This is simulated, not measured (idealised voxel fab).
This is a process module. Its name is voxel air gaps.
The figure presents cross-section cut, which has a width of 240 nm and is divided into square cells with an edge length of 5 nm.
A cross-section in this document is a grid of square cells, and it is written down as bands, the top band listed before the ones below it; a band is made up of one or more rows of cells. Band entry format. Leading values: height of top, height of bottom, nm. Remainder: materials in left-to-right order, each with its width in nm. Special words: "full width" on a single material, which then fills the band edge to edge; "air", empty space. For the purposes of this specification, 0 denotes the height below which the wafer in its as-received condition is composed wholly of one material, and the lowermost band, lacking a lower limit, extends downward without end, as expressed in "0 and below". Top row gets the first number, bottom row gets the second, and each row in between changes by the same step: that is how a band width like "30->40" works. "nothing different" for a step: no cell of the cross-section changed in that step. Look at "Entrapped void list" for the closed voids: empty spaces with no open path to the top, sized 8 cells or up. Each is width x height at distance, distance from the left edge, all nm. Past the settings on a step's line: simulator remark, on that step. overlay nm: right-of-plan distance of the mask on a masked step; negative values mean left-of-plan.

### Listed below are the process steps as planned
1) RECEIVE,material Si
2) CONFORMAL_DEP,material SiO2,thk nm 15
3) CONFORMAL_DEP,material SiCN,thk nm 5
4) DIRECTIONAL_DEP,material SiO2,thk nm 40
5) PATTERN,tone open,mask id LINES,material resist,width nm 15,pitch nm 40,thk nm 20,overlay nm 0
6) DIRECTIONAL_ETCH,etch materials SiO2,depth nm 40
7) STRIP,etch materials resist
8) CONFORMAL_DEP,material TiN,thk nm 5
9) FILL_DEP,material Cu,thk nm 5
10) CMP,height nm 60
11) EPI,material Ru,thk nm 10
12) SELECTIVE_ETCH,etch materials SiO2,depth nm 50
13) CONFORMAL_DEP,material SiCN,thk nm 5

### Shown in cross-section is the wafer as received, that is, as it stands after step 1
- 0 and below = Si full width
- Entrapped void list: none

### Cross-sectional result after module completion. Note: starting condition and plan are unchanged from above; one processing mistake was made
- 75 down to 70 = SiCN full width
- 70 down to 60 = Ru full width
- 60 down to 55 = TiN=55  Cu=5  TiN=35  Cu=5  TiN=35  Cu=5  TiN=35  Cu=5  TiN=60
- 55 down to 25 = SiO2=50  TiN=5  Cu=5  TiN=5  SiO2=25  TiN=5  Cu=5  TiN=5  SiO2=25  TiN=5  Cu=5  TiN=5  SiO2=25  TiN=5  Cu=5  TiN=5  SiO2=55
- 25 down to 20 = SiO2=50  TiN=15  SiO2=25  TiN=15  SiO2=25  TiN=15  SiO2=25  TiN=15  SiO2=55
- 20 down to 15 = SiCN full width
- 15 down to 0 = SiO2 full width
- 0 and below = Si full width
- Entrapped void list: none
Where did the run depart from the plan? step 4 ran with different settings than intended, the actual operation and settings being DIRECTIONAL_DEP,material SiO2,thk nm 35
